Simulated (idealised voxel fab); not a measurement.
process module | voxel fin reveal
cross-section cut | 230 nm wide | cells 5 nm
A cross-section is a grid of square cells, given in bands from the top down. A band is one or more rows of cells.
Each band's line starts with the height of the band's top and of its bottom, in nm. Then come its materials from left to right, each with its width in nm. One material with "throughout" fills the band from edge to edge. "air" is empty space.
Height 0 is the level under which the wafer as received is all one material. The lowest band goes on downwards, as in "0 down".
A width such as "30 to 40" changes by the same amount from each row of cells to the next, from the band's top row to its bottom row.
"no change" after a step means that no cell of the cross-section changed.
closed voids: empty space of 8 cells or more with no open way to the top, each as width x height at its distance from the left edge, in nm
after a step's settings: what the simulator itself notes on the step
overlay nm, on a step with a mask: how far to the right of its planned place the mask lay; to the left if negative
plan
1 op RECEIVE | material Si
2 op CONFORMAL_DEP | material SiN | thk nm 5
3 op MASKED_ETCH | tone cover | mask id FINS | width nm 15 | pitch nm 35 | etch materials SiN | depth nm 5 | overlay nm 0
4 op MASKED_ETCH | tone cover | mask id FINS | width nm 15 | pitch nm 35 | etch materials Si | depth nm 30 | overlay nm 0
5 op OXIDIZE | depth nm 5
6 op FILL_DEP | material SiO2 | thk nm 5
7 op CMP | height nm 5
8 op SELECTIVE_ETCH | etch materials SiO2 | depth nm 25
9 op STRIP | etch materials SiN
as received, after step 1
  0 down: Si throughout
  closed voids: none
first wafer at the end, as planned
  0 to -20: air 95 | Si 5 | air 30 | Si 5 | air 95
  -20 to -35: SiO2 95 | Si 5 | SiO2 30 | Si 5 | SiO2 95
  -35 down: Si throughout
  closed voids: none
second wafer at the end: like start, like plan, one mistake
  0 to -30: air 90 | SiO2 5 | Si 5 | SiO2 5 | air 20 | SiO2 5 | Si 5 | SiO2 5 | air 90
  -30 to -35: SiO2 95 | Si 5 | SiO2 30 | Si 5 | SiO2 95
  -35 down: Si throughout
  closed voids: none
what went wrong: step 6 ran as: op FILL_DEP | material SiN | thk nm 5
at the end the second wafer has, in cells: 64 fewer of SiO2
